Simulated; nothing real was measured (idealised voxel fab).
process module | voxel wiring stack
cross-section cut | 235 nm wide | cells 5 nm
A cross-section is a grid of square cells, given in bands from the top down. A band is one or more rows of cells.
Each band's line starts with the height of the band's top and of its bottom, in nm. Then come its materials from left to right, each with its width in nm. One material with "throughout" fills the band from edge to edge. "air" is empty space.
Height 0 is the level under which the wafer as received is all one material. The lowest band goes on downwards, as in "0 down".
A width such as "30 to 40" changes by the same amount from each row of cells to the next, from the band's top row to its bottom row.
"no change" after a step means that no cell of the cross-section changed.
closed voids: empty space of 8 cells or more with no open way to the top, each as width x height at its distance from the left edge, in nm
after a step's settings: what the simulator itself notes on the step
overlay nm, on a step with a mask: how far to the right of its planned place the mask lay; to the left if negative
plan
1 op RECEIVE | material Si
2 op CONFORMAL_DEP | material SiO2 | thk nm 10
3 op CONFORMAL_DEP | material SiCN | thk nm 5
4 op DIRECTIONAL_DEP | material lowk | thk nm 15
5 op DIRECTIONAL_DEP | material aC | thk nm 15
6 op PATTERN | tone open | mask id METAL_1 | material resist | width nm 25 | pitch nm 50 | thk nm 30 | overlay nm 0
7 op DIRECTIONAL_ETCH | etch materials aC | depth nm 15
8 op STRIP | etch materials resist
9 op DIRECTIONAL_ETCH | etch materials lowk | depth nm 15
10 op DIRECTIONAL_ETCH | etch materials SiCN | depth nm 5
11 op STRIP | etch materials aC
12 op CONFORMAL_DEP | material TiN | thk nm 5
13 op FILL_DEP | material Cu | thk nm 10
14 op CMP | height nm 30
15 op CONFORMAL_DEP | material SiCN | thk nm 5
16 op DIRECTIONAL_DEP | material lowk | thk nm 15
17 op DIRECTIONAL_DEP | material aC | thk nm 10
18 op PATTERN | tone open | mask id PLUG_1 | material resist | width nm 15 | pitch nm 50 | thk nm 30 | overlay nm 0
19 op DIRECTIONAL_ETCH | etch materials aC | depth nm 10
20 op STRIP | etch materials resist
21 op DIRECTIONAL_ETCH | etch materials lowk | depth nm 15
22 op DIRECTIONAL_ETCH | etch materials SiCN | depth nm 5
23 op STRIP | etch materials aC
24 op CONFORMAL_DEP | material TiN | thk nm 5
25 op FILL_DEP | material Cu | thk nm 5
26 op CMP | height nm 50
27 op CONFORMAL_DEP | material SiCN | thk nm 5
28 op DIRECTIONAL_DEP | material SiO2 | thk nm 20
29 op PATTERN | tone open | mask id METAL_2 | material resist | width nm 25 | pitch nm 50 | thk nm 20 | overlay nm 0
30 op DIRECTIONAL_ETCH | etch materials SiO2 | depth nm 20
31 op DIRECTIONAL_ETCH | etch materials SiCN | depth nm 5
32 op STRIP | etch materials resist
33 op CONFORMAL_DEP | material TiN | thk nm 5
34 op FILL_DEP | material W | thk nm 10
35 op CMP | height nm 75
36 op CONFORMAL_DEP | material SiCN | thk nm 5
37 op DIRECTIONAL_DEP | material SiO2 | thk nm 25
38 op DIRECTIONAL_DEP | material aC | thk nm 15
39 op PATTERN | tone open | mask id METAL_3 | material resist | width nm 25 | pitch nm 50 | thk nm 35 | overlay nm 0
40 op DIRECTIONAL_ETCH | etch materials aC | depth nm 15
41 op STRIP | etch materials resist
42 op DIRECTIONAL_ETCH | etch materials SiO2 | depth nm 15
43 op STRIP | etch materials aC
44 op PATTERN | tone open | mask id METAL_3_HOLES | material resist | width nm 15 | pitch nm 50 | thk nm 15 | overlay nm 0
45 op DIRECTIONAL_ETCH | etch materials SiO2 | depth nm 10
46 op DIRECTIONAL_ETCH | etch materials SiCN | depth nm 5
47 op STRIP | etch materials resist
48 op CONFORMAL_DEP | material TiN | thk nm 5
49 op FILL_DEP | material Ru | thk nm 10
50 op CMP | height nm 105
51 op CONFORMAL_DEP | material SiCN | thk nm 5
first wafer, as planned
as received, after step 1
  0 down: Si throughout
  closed voids: none
after step 2
  10 to 0: SiO2 throughout
  below 0: unchanged
after step 3
  15 to 10: SiCN throughout
  below 10: unchanged
after step 4
  30 to 15: lowk throughout
  below 15: unchanged
after step 5
  45 to 30: aC throughout
  below 30: unchanged
after step 6
  75 to 45: resist 80 | air 25 | resist 25 | air 25 | resist 80
  below 45: unchanged
after step 7
  60 to 45: resist 80 | air 25 | resist 25 | air 25 | resist 80
  45 to 30: aC 80 | air 25 | aC 25 | air 25 | aC 80
  below 30: unchanged
after step 8
  45 to 30: aC 80 | air 25 | aC 25 | air 25 | aC 80
  below 30: unchanged
after step 9
  45 to 30: aC 80 | air 25 | aC 25 | air 25 | aC 80
  30 to 15: lowk 80 | air 25 | lowk 25 | air 25 | lowk 80
  below 15: unchanged
after step 10
  45 to 30: aC 80 | air 25 | aC 25 | air 25 | aC 80
  30 to 15: lowk 80 | air 25 | lowk 25 | air 25 | lowk 80
  15 to 10: SiCN 80 | air 25 | SiCN 25 | air 25 | SiCN 80
  below 10: unchanged
after step 11
  30 to 15: lowk 80 | air 25 | lowk 25 | air 25 | lowk 80
  below 15: unchanged
after step 12
  35 to 30: TiN 85 | air 15 | TiN 35 | air 15 | TiN 85
  30 to 15: lowk 80 | TiN 5 | air 15 | TiN 5 | lowk 25 | TiN 5 | air 15 | TiN 5 | lowk 80
  15 to 10: SiCN 80 | TiN 25 | SiCN 25 | TiN 25 | SiCN 80
  below 10: unchanged
after step 13
  45 to 35: Cu throughout
  35 to 30: TiN 85 | Cu 15 | TiN 35 | Cu 15 | TiN 85
  30 to 15: lowk 80 | TiN 5 | Cu 15 | TiN 5 | lowk 25 | TiN 5 | Cu 15 | TiN 5 | lowk 80
  below 15: unchanged
after step 14
  30 to 15: lowk 80 | TiN 5 | Cu 15 | TiN 5 | lowk 25 | TiN 5 | Cu 15 | TiN 5 | lowk 80
  below 15: unchanged
after step 15
  35 to 30: SiCN throughout
  below 30: unchanged
after step 16
  50 to 35: lowk throughout
  below 35: unchanged
after step 17
  60 to 50: aC throughout
  below 50: unchanged
after step 18
  90 to 60: resist 80 | air 15 | resist 35 | air 15 | resist 90
  below 60: unchanged
after step 19
  80 to 60: resist 80 | air 15 | resist 35 | air 15 | resist 90
  60 to 50: aC 80 | air 15 | aC 35 | air 15 | aC 90
  below 50: unchanged
after step 20
  60 to 50: aC 80 | air 15 | aC 35 | air 15 | aC 90
  below 50: unchanged
after step 21
  60 to 50: aC 80 | air 15 | aC 35 | air 15 | aC 90
  50 to 35: lowk 80 | air 15 | lowk 35 | air 15 | lowk 90
  below 35: unchanged
after step 22
  60 to 50: aC 80 | air 15 | aC 35 | air 15 | aC 90
  50 to 35: lowk 80 | air 15 | lowk 35 | air 15 | lowk 90
  35 to 30: SiCN 80 | air 15 | SiCN 35 | air 15 | SiCN 90
  below 30: unchanged
after step 23
  50 to 35: lowk 80 | air 15 | lowk 35 | air 15 | lowk 90
  below 35: unchanged
after step 24
  55 to 50: TiN 85 | air 5 | TiN 45 | air 5 | TiN 95
  50 to 35: lowk 80 | TiN 5 | air 5 | TiN 5 | lowk 35 | TiN 5 | air 5 | TiN 5 | lowk 90
  35 to 30: SiCN 80 | TiN 15 | SiCN 35 | TiN 15 | SiCN 90
  below 30: unchanged
after step 25
  60 to 55: Cu throughout
  55 to 50: TiN 85 | Cu 5 | TiN 45 | Cu 5 | TiN 95
  50 to 35: lowk 80 | TiN 5 | Cu 5 | TiN 5 | lowk 35 | TiN 5 | Cu 5 | TiN 5 | lowk 90
  below 35: unchanged
after step 26
  50 to 35: lowk 80 | TiN 5 | Cu 5 | TiN 5 | lowk 35 | TiN 5 | Cu 5 | TiN 5 | lowk 90
  below 35: unchanged
after step 27
  55 to 50: SiCN throughout
  below 50: unchanged
after step 28
  75 to 55: SiO2 throughout
  below 55: unchanged
after step 29
  95 to 75: resist 80 | air 25 | resist 25 | air 25 | resist 80
  below 75: unchanged
after step 30
  95 to 75: resist 80 | air 25 | resist 25 | air 25 | resist 80
  75 to 55: SiO2 80 | air 25 | SiO2 25 | air 25 | SiO2 80
  below 55: unchanged
after step 31
  95 to 75: resist 80 | air 25 | resist 25 | air 25 | resist 80
  75 to 55: SiO2 80 | air 25 | SiO2 25 | air 25 | SiO2 80
  55 to 50: SiCN 80 | air 25 | SiCN 25 | air 25 | SiCN 80
  below 50: unchanged
after step 32
  75 to 55: SiO2 80 | air 25 | SiO2 25 | air 25 | SiO2 80
  below 55: unchanged
after step 33
  80 to 75: TiN 85 | air 15 | TiN 35 | air 15 | TiN 85
  75 to 55: SiO2 80 | TiN 5 | air 15 | TiN 5 | SiO2 25 | TiN 5 | air 15 | TiN 5 | SiO2 80
  55 to 50: SiCN 80 | TiN 25 | SiCN 25 | TiN 25 | SiCN 80
  below 50: unchanged
after step 34
  90 to 80: W throughout
  80 to 75: TiN 85 | W 15 | TiN 35 | W 15 | TiN 85
  75 to 55: SiO2 80 | TiN 5 | W 15 | TiN 5 | SiO2 25 | TiN 5 | W 15 | TiN 5 | SiO2 80
  below 55: unchanged
after step 35
  75 to 55: SiO2 80 | TiN 5 | W 15 | TiN 5 | SiO2 25 | TiN 5 | W 15 | TiN 5 | SiO2 80
  below 55: unchanged
after step 36
  80 to 75: SiCN throughout
  below 75: unchanged
after step 37
  105 to 80: SiO2 throughout
  below 80: unchanged
after step 38
  120 to 105: aC throughout
  below 105: unchanged
after step 39
  155 to 120: resist 80 | air 25 | resist 25 | air 25 | resist 80
  below 120: unchanged
after step 40
  140 to 120: resist 80 | air 25 | resist 25 | air 25 | resist 80
  120 to 105: aC 80 | air 25 | aC 25 | air 25 | aC 80
  below 105: unchanged
after step 41
  120 to 105: aC 80 | air 25 | aC 25 | air 25 | aC 80
  below 105: unchanged
after step 42
  120 to 105: aC 80 | air 25 | aC 25 | air 25 | aC 80
  105 to 90: SiO2 80 | air 25 | SiO2 25 | air 25 | SiO2 80
  below 90: unchanged
after step 43
  105 to 90: SiO2 80 | air 25 | SiO2 25 | air 25 | SiO2 80
  below 90: unchanged
after step 44
  120 to 105: resist 80 | air 15 | resist 35 | air 15 | resist 90
  105 to 90: SiO2 80 | air 15 | resist 10 | SiO2 25 | air 15 | resist 10 | SiO2 80
  below 90: unchanged
after step 45
  120 to 105: resist 80 | air 15 | resist 35 | air 15 | resist 90
  105 to 90: SiO2 80 | air 15 | resist 10 | SiO2 25 | air 15 | resist 10 | SiO2 80
  90 to 80: SiO2 80 | air 15 | SiO2 35 | air 15 | SiO2 90
  below 80: unchanged
after step 46
  120 to 105: resist 80 | air 15 | resist 35 | air 15 | resist 90
  105 to 90: SiO2 80 | air 15 | resist 10 | SiO2 25 | air 15 | resist 10 | SiO2 80
  90 to 80: SiO2 80 | air 15 | SiO2 35 | air 15 | SiO2 90
  80 to 75: SiCN 80 | air 15 | SiCN 35 | air 15 | SiCN 90
  below 75: unchanged
after step 47
  105 to 90: SiO2 80 | air 25 | SiO2 25 | air 25 | SiO2 80
  below 90: unchanged
after step 48
  110 to 105: TiN 85 | air 15 | TiN 35 | air 15 | TiN 85
  105 to 95: SiO2 80 | TiN 5 | air 15 | TiN 5 | SiO2 25 | TiN 5 | air 15 | TiN 5 | SiO2 80
  95 to 90: SiO2 80 | TiN 5 | air 5 | TiN 15 | SiO2 25 | TiN 5 | air 5 | TiN 15 | SiO2 80
  90 to 80: SiO2 80 | TiN 5 | air 5 | TiN 5 | SiO2 35 | TiN 5 | air 5 | TiN 5 | SiO2 90
  80 to 75: SiCN 80 | TiN 15 | SiCN 35 | TiN 15 | SiCN 90
  below 75: unchanged
after step 49
  120 to 110: Ru throughout
  110 to 105: TiN 85 | Ru 15 | TiN 35 | Ru 15 | TiN 85
  105 to 95: SiO2 80 | TiN 5 | Ru 15 | TiN 5 | SiO2 25 | TiN 5 | Ru 15 | TiN 5 | SiO2 80
  95 to 90: SiO2 80 | TiN 5 | Ru 5 | TiN 15 | SiO2 25 | TiN 5 | Ru 5 | TiN 15 | SiO2 80
  90 to 80: SiO2 80 | TiN 5 | Ru 5 | TiN 5 | SiO2 35 | TiN 5 | Ru 5 | TiN 5 | SiO2 90
  below 80: unchanged
after step 50
  105 to 95: SiO2 80 | TiN 5 | Ru 15 | TiN 5 | SiO2 25 | TiN 5 | Ru 15 | TiN 5 | SiO2 80
  below 95: unchanged
after step 51
  110 to 105: SiCN throughout
  below 105: unchanged
second wafer: like start, like plan, one mistake. Through step 5 it matches the first wafer
when step 6 should have ended
  75 to 45: resist 85 | air 15 | resist 35 | air 15 | resist 85
  below 45: unchanged
when step 7 should have ended
  60 to 45: resist 85 | air 15 | resist 35 | air 15 | resist 85
  45 to 30: aC 85 | air 15 | aC 35 | air 15 | aC 85
  below 30: unchanged
when step 8 should have ended
  45 to 30: aC 85 | air 15 | aC 35 | air 15 | aC 85
  below 30: unchanged
when step 9 should have ended
  45 to 30: aC 85 | air 15 | aC 35 | air 15 | aC 85
  30 to 15: lowk 85 | air 15 | lowk 35 | air 15 | lowk 85
  below 15: unchanged
when step 10 should have ended
  45 to 30: aC 85 | air 15 | aC 35 | air 15 | aC 85
  30 to 15: lowk 85 | air 15 | lowk 35 | air 15 | lowk 85
  15 to 10: SiCN 85 | air 15 | SiCN 35 | air 15 | SiCN 85
  below 10: unchanged
when step 11 should have ended
  30 to 15: lowk 85 | air 15 | lowk 35 | air 15 | lowk 85
  below 15: unchanged
when step 12 should have ended
  35 to 30: TiN 90 | air 5 | TiN 45 | air 5 | TiN 90
  30 to 15: lowk 85 | TiN 5 | air 5 | TiN 5 | lowk 35 | TiN 5 | air 5 | TiN 5 | lowk 85
  15 to 10: SiCN 85 | TiN 15 | SiCN 35 | TiN 15 | SiCN 85
  below 10: unchanged
when step 13 should have ended
  45 to 35: Cu throughout
  35 to 30: TiN 90 | Cu 5 | TiN 45 | Cu 5 | TiN 90
  30 to 15: lowk 85 | TiN 5 | Cu 5 | TiN 5 | lowk 35 | TiN 5 | Cu 5 | TiN 5 | lowk 85
  below 15: unchanged
when step 14 should have ended
  30 to 15: lowk 85 | TiN 5 | Cu 5 | TiN 5 | lowk 35 | TiN 5 | Cu 5 | TiN 5 | lowk 85
  below 15: unchanged
when step 15 should have ended
  35 to 30: SiCN throughout
  below 30: unchanged
when step 16 should have ended
  50 to 35: lowk throughout
  below 35: unchanged
when step 17 should have ended
  60 to 50: aC throughout
  below 50: unchanged
when step 18 should have ended
  90 to 60: resist 80 | air 15 | resist 35 | air 15 | resist 90
  below 60: unchanged
when step 19 should have ended
  80 to 60: resist 80 | air 15 | resist 35 | air 15 | resist 90
  60 to 50: aC 80 | air 15 | aC 35 | air 15 | aC 90
  below 50: unchanged
when step 20 should have ended
  60 to 50: aC 80 | air 15 | aC 35 | air 15 | aC 90
  below 50: unchanged
when step 21 should have ended
  60 to 50: aC 80 | air 15 | aC 35 | air 15 | aC 90
  50 to 35: lowk 80 | air 15 | lowk 35 | air 15 | lowk 90
  below 35: unchanged
when step 22 should have ended
  60 to 50: aC 80 | air 15 | aC 35 | air 15 | aC 90
  50 to 35: lowk 80 | air 15 | lowk 35 | air 15 | lowk 90
  35 to 30: SiCN 80 | air 15 | SiCN 35 | air 15 | SiCN 90
  below 30: unchanged
when step 23 should have ended
  50 to 35: lowk 80 | air 15 | lowk 35 | air 15 | lowk 90
  below 35: unchanged
when step 24 should have ended
  55 to 50: TiN 85 | air 5 | TiN 45 | air 5 | TiN 95
  50 to 35: lowk 80 | TiN 5 | air 5 | TiN 5 | lowk 35 | TiN 5 | air 5 | TiN 5 | lowk 90
  35 to 30: SiCN 80 | TiN 15 | SiCN 35 | TiN 15 | SiCN 90
  below 30: unchanged
when step 25 should have ended
  60 to 55: Cu throughout
  55 to 50: TiN 85 | Cu 5 | TiN 45 | Cu 5 | TiN 95
  50 to 35: lowk 80 | TiN 5 | Cu 5 | TiN 5 | lowk 35 | TiN 5 | Cu 5 | TiN 5 | lowk 90
  below 35: unchanged
when step 26 should have ended
  50 to 35: lowk 80 | TiN 5 | Cu 5 | TiN 5 | lowk 35 | TiN 5 | Cu 5 | TiN 5 | lowk 90
  below 35: unchanged
when step 27 should have ended
  55 to 50: SiCN throughout
  below 50: unchanged
when step 28 should have ended
  75 to 55: SiO2 throughout
  below 55: unchanged
when step 29 should have ended
  95 to 75: resist 80 | air 25 | resist 25 | air 25 | resist 80
  below 75: unchanged
when step 30 should have ended
  95 to 75: resist 80 | air 25 | resist 25 | air 25 | resist 80
  75 to 55: SiO2 80 | air 25 | SiO2 25 | air 25 | SiO2 80
  below 55: unchanged
when step 31 should have ended
  95 to 75: resist 80 | air 25 | resist 25 | air 25 | resist 80
  75 to 55: SiO2 80 | air 25 | SiO2 25 | air 25 | SiO2 80
  55 to 50: SiCN 80 | air 25 | SiCN 25 | air 25 | SiCN 80
  below 50: unchanged
when step 32 should have ended
  75 to 55: SiO2 80 | air 25 | SiO2 25 | air 25 | SiO2 80
  below 55: unchanged
when step 33 should have ended
  80 to 75: TiN 85 | air 15 | TiN 35 | air 15 | TiN 85
  75 to 55: SiO2 80 | TiN 5 | air 15 | TiN 5 | SiO2 25 | TiN 5 | air 15 | TiN 5 | SiO2 80
  55 to 50: SiCN 80 | TiN 25 | SiCN 25 | TiN 25 | SiCN 80
  below 50: unchanged
when step 34 should have ended
  90 to 80: W throughout
  80 to 75: TiN 85 | W 15 | TiN 35 | W 15 | TiN 85
  75 to 55: SiO2 80 | TiN 5 | W 15 | TiN 5 | SiO2 25 | TiN 5 | W 15 | TiN 5 | SiO2 80
  below 55: unchanged
when step 35 should have ended
  75 to 55: SiO2 80 | TiN 5 | W 15 | TiN 5 | SiO2 25 | TiN 5 | W 15 | TiN 5 | SiO2 80
  below 55: unchanged
when step 36 should have ended
  80 to 75: SiCN throughout
  below 75: unchanged
when step 37 should have ended
  105 to 80: SiO2 throughout
  below 80: unchanged
when step 38 should have ended
  120 to 105: aC throughout
  below 105: unchanged
when step 39 should have ended
  155 to 120: resist 80 | air 25 | resist 25 | air 25 | resist 80
  below 120: unchanged
when step 40 should have ended
  140 to 120: resist 80 | air 25 | resist 25 | air 25 | resist 80
  120 to 105: aC 80 | air 25 | aC 25 | air 25 | aC 80
  below 105: unchanged
when step 41 should have ended
  120 to 105: aC 80 | air 25 | aC 25 | air 25 | aC 80
  below 105: unchanged
when step 42 should have ended
  120 to 105: aC 80 | air 25 | aC 25 | air 25 | aC 80
  105 to 90: SiO2 80 | air 25 | SiO2 25 | air 25 | SiO2 80
  below 90: unchanged
when step 43 should have ended
  105 to 90: SiO2 80 | air 25 | SiO2 25 | air 25 | SiO2 80
  below 90: unchanged
when step 44 should have ended
  120 to 105: resist 80 | air 15 | resist 35 | air 15 | resist 90
  105 to 90: SiO2 80 | air 15 | resist 10 | SiO2 25 | air 15 | resist 10 | SiO2 80
  below 90: unchanged
when step 45 should have ended
  120 to 105: resist 80 | air 15 | resist 35 | air 15 | resist 90
  105 to 90: SiO2 80 | air 15 | resist 10 | SiO2 25 | air 15 | resist 10 | SiO2 80
  90 to 80: SiO2 80 | air 15 | SiO2 35 | air 15 | SiO2 90
  below 80: unchanged
when step 46 should have ended
  120 to 105: resist 80 | air 15 | resist 35 | air 15 | resist 90
  105 to 90: SiO2 80 | air 15 | resist 10 | SiO2 25 | air 15 | resist 10 | SiO2 80
  90 to 80: SiO2 80 | air 15 | SiO2 35 | air 15 | SiO2 90
  80 to 75: SiCN 80 | air 15 | SiCN 35 | air 15 | SiCN 90
  below 75: unchanged
when step 47 should have ended
  105 to 90: SiO2 80 | air 25 | SiO2 25 | air 25 | SiO2 80
  below 90: unchanged
when step 48 should have ended
  110 to 105: TiN 85 | air 15 | TiN 35 | air 15 | TiN 85
  105 to 95: SiO2 80 | TiN 5 | air 15 | TiN 5 | SiO2 25 | TiN 5 | air 15 | TiN 5 | SiO2 80
  95 to 90: SiO2 80 | TiN 5 | air 5 | TiN 15 | SiO2 25 | TiN 5 | air 5 | TiN 15 | SiO2 80
  90 to 80: SiO2 80 | TiN 5 | air 5 | TiN 5 | SiO2 35 | TiN 5 | air 5 | TiN 5 | SiO2 90
  80 to 75: SiCN 80 | TiN 15 | SiCN 35 | TiN 15 | SiCN 90
  below 75: unchanged
when step 49 should have ended
  120 to 110: Ru throughout
  110 to 105: TiN 85 | Ru 15 | TiN 35 | Ru 15 | TiN 85
  105 to 95: SiO2 80 | TiN 5 | Ru 15 | TiN 5 | SiO2 25 | TiN 5 | Ru 15 | TiN 5 | SiO2 80
  95 to 90: SiO2 80 | TiN 5 | Ru 5 | TiN 15 | SiO2 25 | TiN 5 | Ru 5 | TiN 15 | SiO2 80
  90 to 80: SiO2 80 | TiN 5 | Ru 5 | TiN 5 | SiO2 35 | TiN 5 | Ru 5 | TiN 5 | SiO2 90
  below 80: unchanged
when step 50 should have ended
  105 to 95: SiO2 80 | TiN 5 | Ru 15 | TiN 5 | SiO2 25 | TiN 5 | Ru 15 | TiN 5 | SiO2 80
  below 95: unchanged
when step 51 should have ended
  110 to 105: SiCN throughout
  below 105: unchanged
what went wrong: step 6 ran as: op PATTERN | tone open | mask id METAL_1 | material resist | width nm 15 | pitch nm 50 | thk nm 30 | overlay nm 0
at the end the second wafer has, in cells: 12 fewer of Cu | 4 more of SiCN | 4 fewer of TiN | 12 more of lowk
